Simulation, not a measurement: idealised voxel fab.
voxel wiring stack: a process module
Cross-section cut: width 225 nm, square cells of 5 nm.
How to read a cross-section here: the picture is a grid of square cells, written as bands going from the top down, and any band can span one or more rows of cells.
Per band: top height and bottom height in nm, followed by the left-to-right materials and their widths in nm; "full width" marks a single material spanning edge to edge, "air" marks empty space.
Ref level 0: as-received wafer is one material below here. Bottom band extends down with no lower bound ("from 0 down").
So if you see something like "30..40" for the width, read it as the top row of the band sitting at the first number and the bottom row at the second, with every row in between moving by the same amount as the last.
"left unchanged", as given for a step, is the statement that not any cell of the cross-section underwent a change during that step.
For the entry "Closed voids list", the listed items are empty spaces with no open way to the top whose size is 8 cells or more; each item follows the pattern width x height at distance, where distance is from the left edge and all three are in nm.
Step line, after settings: the simulator's comment on this step.
overlay nm: for a step with a mask, the amount by which the mask lay right of where it was planned; a negative amount means left of it.

Below is the list of planned process steps
step 1: RECEIVE,material Si
step 2: CONFORMAL_DEP,material SiO2,thk nm 15
step 3: CONFORMAL_DEP,material SiN,thk nm 5
step 4: DIRECTIONAL_DEP,material lowk,thk nm 20
step 5: MASKED_ETCH,tone open,mask id METAL_1,width nm 25,pitch nm 55,etch materials lowk,depth nm 20,overlay nm 0
step 6: MASKED_ETCH,tone open,mask id METAL_1,width nm 25,pitch nm 55,etch materials SiN,depth nm 5,overlay nm 0
step 7: CONFORMAL_DEP,material TiN,thk nm 5
step 8: FILL_DEP,material Cu,thk nm 5
step 9: CMP,height nm 40
step 10: EPI,material Ru,thk nm 5
step 11: FILL_DEP,material SiCN,thk nm 5
step 12: DIRECTIONAL_DEP,material SiO2,thk nm 20
step 13: MASKED_ETCH,tone open,mask id PLUG_1,width nm 15,etch materials SiO2,depth nm 20,overlay nm 0
step 14: MASKED_ETCH,tone open,mask id PLUG_1,width nm 15,etch materials SiCN,depth nm 5,overlay nm 0
step 15: CONFORMAL_DEP,material TiN,thk nm 5
step 16: FILL_DEP,material Cu,thk nm 5
step 17: CMP,height nm 70
step 18: DIRECTIONAL_DEP,material TiN,thk nm 5
step 19: DIRECTIONAL_DEP,material W,thk nm 25
step 20: DIRECTIONAL_DEP,material aC,thk nm 10
step 21: PATTERN,tone cover,mask id METAL_2,material resist,width nm 25,pitch nm 55,thk nm 30,overlay nm 0
step 22: DIRECTIONAL_ETCH,etch materials aC,depth nm 10
step 23: STRIP,etch materials resist
step 24: DIRECTIONAL_ETCH,etch materials W,depth nm 25
step 25: DIRECTIONAL_ETCH,etch materials TiN,depth nm 5
step 26: STRIP,etch materials aC
step 27: FILL_DEP,material lowk,thk nm 5
step 28: CMP,height nm 100
step 29: CONFORMAL_DEP,material SiCN,thk nm 5
step 30: DIRECTIONAL_DEP,material lowk,thk nm 30
step 31: PATTERN,tone open,mask id METAL_3,material resist,width nm 25,pitch nm 55,thk nm 20,overlay nm 0
step 32: DIRECTIONAL_ETCH,etch materials lowk,depth nm 15
step 33: STRIP,etch materials resist
step 34: MASKED_ETCH,tone open,mask id METAL_3_HOLES,width nm 15,etch materials lowk,depth nm 15,overlay nm 0
step 35: MASKED_ETCH,tone open,mask id METAL_3_HOLES,width nm 15,etch materials SiCN,depth nm 5,overlay nm 0
step 36: CONFORMAL_DEP,material TiN,thk nm 5
step 37: FILL_DEP,material Cu,thk nm 5
step 38: CMP,height nm 135
step 39: CONFORMAL_DEP,material SiCN,thk nm 5
step 40: DIRECTIONAL_DEP,material lowk,thk nm 15
step 41: MASKED_ETCH,tone open,mask id PLUG_3,width nm 15,pitch nm 55,etch materials lowk,depth nm 15,overlay nm 0
step 42: MASKED_ETCH,tone open,mask id PLUG_3,width nm 15,pitch nm 55,etch materials SiCN,depth nm 5,overlay nm 0
step 43: EPI,material Ru,thk nm 10
step 44: EPI,material Ru,thk nm 10
step 45: CONFORMAL_DEP,material SiN,thk nm 5
step 46: DIRECTIONAL_DEP,material SiO2,thk nm 15
step 47: MASKED_ETCH,tone open,mask id METAL_4,width nm 25,pitch nm 55,etch materials SiO2,depth nm 15,overlay nm 0
step 48: MASKED_ETCH,tone open,mask id METAL_4,width nm 25,pitch nm 55,etch materials SiN,depth nm 5,overlay nm 0
step 49: CONFORMAL_DEP,material TiN,thk nm 5
step 50: FILL_DEP,material Ru,thk nm 5
step 51: CMP,height nm 175
step 52: CONFORMAL_DEP,material SiN,thk nm 5

This is the cross-section of the wafer as we received it, i.e. after step 1
	from 0 down: Si full width
	Closed voids list: none

This is how the wafer looks in cross-section once the module is done, given the starting state and plan above and one mistake in carrying the plan out
	from 180 to 175: SiN full width
	from 175 to 160: 70 nm SiO2  5 nm TiN  15 nm Ru  5 nm TiN  30 nm SiO2  5 nm TiN  15 nm Ru  5 nm TiN  75 nm SiO2
	from 160 to 155: 70 nm SiN  25 nm TiN  30 nm SiN  25 nm TiN  75 nm SiN
	from 155 to 140: 70 nm lowk  15 nm Ru  40 nm lowk  15 nm Ru  85 nm lowk
	from 140 to 135: 70 nm SiCN  15 nm Ru  40 nm SiCN  15 nm Ru  85 nm SiCN
	from 135 to 125: 70 nm lowk  5 nm TiN  15 nm Cu  5 nm TiN  30 nm lowk  5 nm TiN  15 nm Cu  5 nm TiN  75 nm lowk
	from 125 to 120: 70 nm lowk  5 nm TiN  5 nm Cu  15 nm TiN  30 nm lowk  25 nm TiN  75 nm lowk
	from 120 to 105: 70 nm lowk  5 nm TiN  5 nm Cu  5 nm TiN  140 nm lowk
	from 105 to 100: 70 nm SiCN  15 nm TiN  140 nm SiCN
	from 100 to 75: 70 nm W  25 nm lowk  30 nm W  25 nm lowk  75 nm W
	from 75 to 70: 70 nm TiN  25 nm lowk  30 nm TiN  25 nm lowk  75 nm TiN
	from 70 to 50: 70 nm SiO2  5 nm TiN  5 nm Cu  5 nm TiN  140 nm SiO2
	from 50 to 45: 70 nm SiCN  15 nm TiN  140 nm SiCN
	from 45 to 40: 65 nm SiCN  35 nm Ru  20 nm SiCN  35 nm Ru  70 nm SiCN
	from 40 to 20: 70 nm lowk  5 nm TiN  15 nm Cu  5 nm TiN  30 nm lowk  5 nm TiN  15 nm Cu  5 nm TiN  75 nm lowk
	from 20 to 15: 70 nm SiN  25 nm TiN  30 nm SiN  25 nm TiN  75 nm SiN
	from 15 to 0: SiO2 full width
	from 0 down: Si full width
	Closed voids list: none
what went wrong: off-plan run, step 21, actual operation and settings PATTERN,tone open,mask id METAL_2,material resist,width nm 25,pitch nm 55,thk nm 30,overlay nm 0
